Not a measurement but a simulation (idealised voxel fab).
Process module under the name voxel self aligned contacts
Cross-section cut: width 215 nm, square cells of 5 nm.
Reading order for cross-sections: top band down to bottom band. Underlying form: a grid of square cells. Band size: one or more rows of cells.
Heights first: top, then bottom, in nm. Then materials, left to right, each with a width in nm. "all across" on a single material: fills the band edge to edge. "blank": empty space.
Below 0: as-received wafer, all one material; heights counted from there. Lowest band: no bottom, goes on down, written "0 -> down".
So if you see something like "30..40" for the width, read it as the top row of the band sitting at the first number and the bottom row at the second, with every row in between moving by the same amount as the last.
A step reported as "nothing altered" is a step in which no cell of the cross-section changed.
Entry "Enclosed cavities" = empty spaces >= 8 cells with no open way to the top; each as width x height at distance, distance from left edge, all nm.
On each step's line, the part that comes after the settings is the simulator's own comment on the step.
On any step carrying a mask, the "overlay nm" setting, if present on the step's line, tells how far right of its planned place the mask lay; negative values point to the left.
**Below is the list of planned process steps**
1,RECEIVE, material Si
2,OXIDIZE, depth nm 5
3,DIRECTIONAL_DEP, material polySi, thk nm 30
4,DIRECTIONAL_DEP, material SiN, thk nm 20
5,DIRECTIONAL_DEP, material aC, thk nm 10
6,PATTERN, tone cover, mask id GATE, material resist, width nm 25, pitch nm 60, thk nm 25, overlay nm 0
7,DIRECTIONAL_ETCH, etch materials aC, depth nm 10
8,STRIP, etch materials resist
9,DIRECTIONAL_ETCH, etch materials SiN, depth nm 20
10,DIRECTIONAL_ETCH, etch materials polySi, depth nm 30
11,STRIP, etch materials aC
12,CONFORMAL_DEP, material SiN, thk nm 5
13,DIRECTIONAL_ETCH, etch materials SiN, depth nm 5
14,FILL_DEP, material SiO2, thk nm 10
15,CMP, height nm 55
16,PATTERN, tone open, mask id CONTACT, material resist, width nm 45, thk nm 15, overlay nm 0
17,DIRECTIONAL_ETCH, etch materials SiO2, depth nm 60
18,STRIP, etch materials resist
19,CONFORMAL_DEP, material TiN, thk nm 5
20,FILL_DEP, material Ru, thk nm 10
21,CMP, height nm 55
22,CONFORMAL_DEP, material SiN, thk nm 5
**Cross-section of the wafer upon arrival, representing the state reached after step 1**
0 -> down  Si all across
Enclosed cavities: none
**first wafer at the end, as planned**
60 -> 55  SiN all across
55 -> 50  85 SiO2; 15 TiN; 15 Ru; 15 TiN; 85 SiO2
50 -> 30  60 SiO2; 35 SiN; 5 TiN; 15 Ru; 5 TiN; 35 SiN; 60 SiO2
30 -> 0  60 SiO2; 5 SiN; 25 polySi; 5 SiN; 5 TiN; 15 Ru; 5 TiN; 5 SiN; 25 polySi; 5 SiN; 60 SiO2
0 -> -5  95 SiO2; 25 TiN; 95 SiO2
-5 -> down  Si all across
Enclosed cavities: none
**Wafer two cross-section, module end. Start and plan unchanged from wafer one; one mistake made during the run**
60 -> 55  SiN all across
55 -> 50  85 SiO2; 15 TiN; 15 Ru; 15 TiN; 85 SiO2
50 -> 30  60 SiO2; 35 SiN; 5 TiN; 15 Ru; 5 TiN; 35 SiN; 60 SiO2
30 -> 10  60 SiO2; 5 SiN; 25 polySi; 5 SiN; 5 TiN; 15 Ru; 5 TiN; 5 SiN; 25 polySi; 5 SiN; 60 SiO2
10 -> 5  60 SiO2; 5 SiN; 25 polySi; 5 SiN; 25 TiN; 5 SiN; 25 polySi; 5 SiN; 60 SiO2
5 -> 0  65 SiN; 25 polySi; 35 SiN; 25 polySi; 65 SiN
0 -> -5  SiO2 all across
-5 -> down  Si all across
Enclosed cavities: none
Plan not followed: step 12 ran in the slot meant for step 13, and vice versa
Per the end-of-run cell counts, the second wafer holds more or fewer of some materials than the first: Ru -6, SiN +29, SiO2 -19, TiN -4
